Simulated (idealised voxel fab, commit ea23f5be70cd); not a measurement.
process module | voxel self aligned vias
cross-section cut | 270 nm wide | cells 5 nm
A cross-section is a grid of square cells, given in bands from the top down. A band is one or more rows of cells.
Each band's line starts with the height of the band's top and of its bottom, in nm. Then come its materials from left to right, each with its width in nm. One material with "throughout" fills the band from edge to edge. "air" is empty space.
Height 0 is the level under which the wafer as received is all one material. The lowest band goes on downwards, as in "0 down".
A width such as "30 to 40" changes by the same amount from each row of cells to the next, from the band's top row to its bottom row.
"no change" after a step means that no cell of the cross-section changed.
closed voids: empty space of 8 cells or more with no open way to the top, each as width x height at its distance from the left edge, in nm
after a step's settings: what the simulator itself notes on the step
overlay nm, on a step with a mask: how far to the right of its planned place the mask lay; to the left if negative
plan
1 op RECEIVE | material Si
2 op CONFORMAL_DEP | material SiO2 | thk nm 10
3 op CONFORMAL_DEP | material SiCN | thk nm 5
4 op DIRECTIONAL_DEP | material SiO2 | thk nm 30
5 op PATTERN | tone open | mask id LINES | material resist | width nm 25 | pitch nm 65 | thk nm 20 | overlay nm 0
6 op DIRECTIONAL_ETCH | etch materials SiO2 | depth nm 30
7 op STRIP | etch materials resist
8 op CONFORMAL_DEP | material TiN | thk nm 5
9 op FILL_DEP | material W | thk nm 10
10 op CMP | height nm 45
11 op SELECTIVE_ETCH | etch materials W Ru TiN | depth nm 5
12 op FILL_DEP | material SiN | thk nm 5
13 op CMP | height nm 45
14 op DIRECTIONAL_DEP | material SiO2 | thk nm 20
15 op MASKED_ETCH | tone open | mask id VIAS | width nm 35 | pitch nm 65 | etch materials SiO2 | depth nm 20 | overlay nm 0
16 op MASKED_ETCH | tone open | mask id VIAS | width nm 35 | pitch nm 65 | etch materials SiN | depth nm 5 | overlay nm 0
17 op CONFORMAL_DEP | material TiN | thk nm 5
18 op FILL_DEP | material Cu | thk nm 10
19 op CMP | height nm 65
20 op CONFORMAL_DEP | material SiCN | thk nm 5
first wafer, as planned
as received, after step 1
  0 down: Si throughout
  closed voids: none
after step 2
  10 to 0: SiO2 throughout
  below 0: unchanged
after step 3
  15 to 10: SiCN throughout
  below 10: unchanged
after step 4
  45 to 15: SiO2 throughout
  below 15: unchanged
after step 5
  65 to 45: resist 55 | air 25 | resist 40 | air 25 | resist 40 | air 25 | resist 60
  below 45: unchanged
after step 6
  65 to 45: resist 55 | air 25 | resist 40 | air 25 | resist 40 | air 25 | resist 60
  45 to 15: SiO2 55 | air 25 | SiO2 40 | air 25 | SiO2 40 | air 25 | SiO2 60
  below 15: unchanged
after step 7
  45 to 15: SiO2 55 | air 25 | SiO2 40 | air 25 | SiO2 40 | air 25 | SiO2 60
  below 15: unchanged
after step 8
  50 to 45: TiN 60 | air 15 | TiN 50 | air 15 | TiN 50 | air 15 | TiN 65
  45 to 20: SiO2 55 | TiN 5 | air 15 | TiN 5 | SiO2 40 | TiN 5 | air 15 | TiN 5 | SiO2 40 | TiN 5 | air 15 | TiN 5 | SiO2 60
  20 to 15: SiO2 55 | TiN 25 | SiO2 40 | TiN 25 | SiO2 40 | TiN 25 | SiO2 60
  below 15: unchanged
after step 9
  60 to 50: W throughout
  50 to 45: TiN 60 | W 15 | TiN 50 | W 15 | TiN 50 | W 15 | TiN 65
  45 to 20: SiO2 55 | TiN 5 | W 15 | TiN 5 | SiO2 40 | TiN 5 | W 15 | TiN 5 | SiO2 40 | TiN 5 | W 15 | TiN 5 | SiO2 60
  below 20: unchanged
after step 10
  45 to 20: SiO2 55 | TiN 5 | W 15 | TiN 5 | SiO2 40 | TiN 5 | W 15 | TiN 5 | SiO2 40 | TiN 5 | W 15 | TiN 5 | SiO2 60
  below 20: unchanged
after step 11
  45 to 40: SiO2 55 | air 25 | SiO2 40 | air 25 | SiO2 40 | air 25 | SiO2 60
  below 40: unchanged
after step 12
  50 to 45: SiN throughout
  45 to 40: SiO2 55 | SiN 25 | SiO2 40 | SiN 25 | SiO2 40 | SiN 25 | SiO2 60
  below 40: unchanged
after step 13
  45 to 40: SiO2 55 | SiN 25 | SiO2 40 | SiN 25 | SiO2 40 | SiN 25 | SiO2 60
  below 40: unchanged
after step 14
  65 to 45: SiO2 throughout
  below 45: unchanged
after step 15
  65 to 45: SiO2 50 | air 35 | SiO2 30 | air 35 | SiO2 30 | air 35 | SiO2 55
  below 45: unchanged
after step 16
  65 to 45: SiO2 50 | air 35 | SiO2 30 | air 35 | SiO2 30 | air 35 | SiO2 55
  45 to 40: SiO2 55 | air 25 | SiO2 40 | air 25 | SiO2 40 | air 25 | SiO2 60
  below 40: unchanged
after step 17
  70 to 65: TiN 55 | air 25 | TiN 40 | air 25 | TiN 40 | air 25 | TiN 60
  65 to 50: SiO2 50 | TiN 5 | air 25 | TiN 5 | SiO2 30 | TiN 5 | air 25 | TiN 5 | SiO2 30 | TiN 5 | air 25 | TiN 5 | SiO2 55
  50 to 45: SiO2 50 | TiN 10 | air 15 | TiN 10 | SiO2 30 | TiN 10 | air 15 | TiN 10 | SiO2 30 | TiN 10 | air 15 | TiN 10 | SiO2 55
  45 to 40: SiO2 55 | TiN 25 | SiO2 40 | TiN 25 | SiO2 40 | TiN 25 | SiO2 60
  below 40: unchanged
after step 18
  80 to 70: Cu throughout
  70 to 65: TiN 55 | Cu 25 | TiN 40 | Cu 25 | TiN 40 | Cu 25 | TiN 60
  65 to 50: SiO2 50 | TiN 5 | Cu 25 | TiN 5 | SiO2 30 | TiN 5 | Cu 25 | TiN 5 | SiO2 30 | TiN 5 | Cu 25 | TiN 5 | SiO2 55
  50 to 45: SiO2 50 | TiN 10 | Cu 15 | TiN 10 | SiO2 30 | TiN 10 | Cu 15 | TiN 10 | SiO2 30 | TiN 10 | Cu 15 | TiN 10 | SiO2 55
  below 45: unchanged
after step 19
  65 to 50: SiO2 50 | TiN 5 | Cu 25 | TiN 5 | SiO2 30 | TiN 5 | Cu 25 | TiN 5 | SiO2 30 | TiN 5 | Cu 25 | TiN 5 | SiO2 55
  below 50: unchanged
after step 20
  70 to 65: SiCN throughout
  below 65: unchanged
second wafer: like start, like plan, one mistake. Through step 14 it matches the first wafer
when step 15 should have ended
  65 to 45: SiO2 45 | air 35 | SiO2 30 | air 35 | SiO2 30 | air 35 | SiO2 60
  below 45: unchanged
when step 16 should have ended
  65 to 45: SiO2 45 | air 35 | SiO2 30 | air 35 | SiO2 30 | air 35 | SiO2 60
  45 to 40: SiO2 55 | air 25 | SiO2 40 | air 25 | SiO2 40 | air 25 | SiO2 60
  below 40: unchanged
when step 17 should have ended
  70 to 65: TiN 50 | air 25 | TiN 40 | air 25 | TiN 40 | air 25 | TiN 65
  65 to 50: SiO2 45 | TiN 5 | air 25 | TiN 5 | SiO2 30 | TiN 5 | air 25 | TiN 5 | SiO2 30 | TiN 5 | air 25 | TiN 5 | SiO2 60
  50 to 45: SiO2 45 | TiN 15 | air 15 | TiN 5 | SiO2 30 | TiN 15 | air 15 | TiN 5 | SiO2 30 | TiN 15 | air 15 | TiN 5 | SiO2 60
  45 to 40: SiO2 55 | TiN 25 | SiO2 40 | TiN 25 | SiO2 40 | TiN 25 | SiO2 60
  below 40: unchanged
when step 18 should have ended
  80 to 70: Cu throughout
  70 to 65: TiN 50 | Cu 25 | TiN 40 | Cu 25 | TiN 40 | Cu 25 | TiN 65
  65 to 50: SiO2 45 | TiN 5 | Cu 25 | TiN 5 | SiO2 30 | TiN 5 | Cu 25 | TiN 5 | SiO2 30 | TiN 5 | Cu 25 | TiN 5 | SiO2 60
  50 to 45: SiO2 45 | TiN 15 | Cu 15 | TiN 5 | SiO2 30 | TiN 15 | Cu 15 | TiN 5 | SiO2 30 | TiN 15 | Cu 15 | TiN 5 | SiO2 60
  below 45: unchanged
when step 19 should have ended
  65 to 50: SiO2 45 | TiN 5 | Cu 25 | TiN 5 | SiO2 30 | TiN 5 | Cu 25 | TiN 5 | SiO2 30 | TiN 5 | Cu 25 | TiN 5 | SiO2 60
  below 50: unchanged
when step 20 should have ended
  70 to 65: SiCN throughout
  below 65: unchanged
what went wrong: step 15 ran as: op MASKED_ETCH | tone open | mask id VIAS | width nm 35 | pitch nm 65 | etch materials SiO2 | depth nm 20 | overlay nm -5
at the end the second wafer has, in cells: as many of each material as the first, in other places
